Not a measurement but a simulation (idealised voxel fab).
process module | voxel self aligned contacts
cross-section cut | 205 nm wide | cells 5 nm
A cross-section is a grid of square cells, given in bands from the top down. A band is one or more rows of cells.
Each band's line starts with the height of the band's top and of its bottom, in nm. Then come its materials from left to right, each with its width in nm. One material with "throughout" fills the band from edge to edge. "air" is empty space.
Height 0 is the level under which the wafer as received is all one material. The lowest band goes on downwards, as in "0 down".
A width such as "30 to 40" changes by the same amount from each row of cells to the next, from the band's top row to its bottom row.
"no change" after a step means that no cell of the cross-section changed.
closed voids: empty space of 8 cells or more with no open way to the top, each as width x height at its distance from the left edge, in nm
after a step's settings: what the simulator itself notes on the step
overlay nm, on a step with a mask: how far to the right of its planned place the mask lay; to the left if negative
plan
1 op RECEIVE | material Si
2 op OXIDIZE | depth nm 5
3 op DIRECTIONAL_DEP | material polySi | thk nm 30
4 op DIRECTIONAL_DEP | material SiN | thk nm 20
5 op MASKED_ETCH | tone cover | mask id GATE | width nm 25 | pitch nm 50 | etch materials SiN | depth nm 20 | overlay nm 0
6 op MASKED_ETCH | tone cover | mask id GATE | width nm 25 | pitch nm 50 | etch materials polySi | depth nm 30 | overlay nm -15
7 op CONFORMAL_DEP | material SiN | thk nm 5
8 op DIRECTIONAL_ETCH | etch materials SiN | depth nm 5
9 op FILL_DEP | material SiO2 | thk nm 10
10 op CMP | height nm 55
11 op DIRECTIONAL_DEP | material aC | thk nm 10
12 op PATTERN | tone open | mask id CONTACT | material resist | width nm 35 | thk nm 25 | overlay nm 0
13 op DIRECTIONAL_ETCH | etch materials aC | depth nm 10
14 op STRIP | etch materials resist
15 op DIRECTIONAL_ETCH | etch materials SiO2 | depth nm 60
16 op STRIP | etch materials aC
17 op CONFORMAL_DEP | material TiN | thk nm 5
18 op FILL_DEP | material W | thk nm 10
19 op CMP | height nm 55
20 op CONFORMAL_DEP | material SiCN | thk nm 5
varied across the wafers: overlay nm of step 6. The plan shows the first wafer's value. All wafers start alike
first wafer as received, after step 1
  0 down: Si throughout
  closed voids: none
first wafer at the end, after step 20
  60 to 55: SiCN throughout
  55 to 50: SiO2 85 | TiN 15 | W 5 | TiN 15 | SiO2 85
  50 to 35: SiO2 60 | SiN 35 | TiN 5 | W 5 | TiN 5 | SiN 35 | SiO2 60
  35 to 30: SiO2 60 | SiN 35 | TiN 15 | SiN 35 | SiO2 60
  30 to 0: SiO2 45 | SiN 5 | polySi 40 | SiN 10 | polySi 40 | SiN 5 | SiO2 60
  0 to -5: SiO2 throughout
  -5 down: Si throughout
  closed voids: none
last wafer at the end
  60 to 55: SiCN throughout
  55 to 50: SiO2 85 | TiN 15 | W 5 | TiN 15 | SiO2 85
  50 to 35: SiO2 60 | SiN 35 | TiN 5 | W 5 | TiN 5 | SiN 35 | SiO2 60
  35 to 30: SiO2 60 | SiN 35 | TiN 15 | SiN 35 | SiO2 60
  30 to 0: SiO2 60 | SiN 5 | polySi 40 | SiN 10 | polySi 40 | SiN 5 | SiO2 45
  0 to -5: SiO2 throughout
  -5 down: Si throughout
  closed voids: none
each wafer at the end: cells of each material gained (+) or lost (-) since it was received, then its closed voids
overlay nm -15 | -41 Si | +41 SiCN | +80 SiN | +297 SiO2 | +15 TiN | +4 W | +96 polySi | closed voids: none
overlay nm -10 | -41 Si | +41 SiCN | +80 SiN | +302 SiO2 | +22 TiN | +4 W | +84 polySi | closed voids: none
overlay nm -5 | -41 Si | +41 SiCN | +80 SiN | +307 SiO2 | +29 TiN | +4 W | +72 polySi | closed voids: none
overlay nm 0 | -41 Si | +41 SiCN | +80 SiN | +312 SiO2 | +29 TiN | +11 W | +60 polySi | closed voids: none
overlay nm 5 | -41 Si | +41 SiCN | +80 SiN | +307 SiO2 | +29 TiN | +4 W | +72 polySi | closed voids: none
overlay nm 10 | -41 Si | +41 SiCN | +80 SiN | +302 SiO2 | +22 TiN | +4 W | +84 polySi | closed voids: none
overlay nm 15 | -41 Si | +41 SiCN | +80 SiN | +297 SiO2 | +15 TiN | +4 W | +96 polySi | closed voids: none
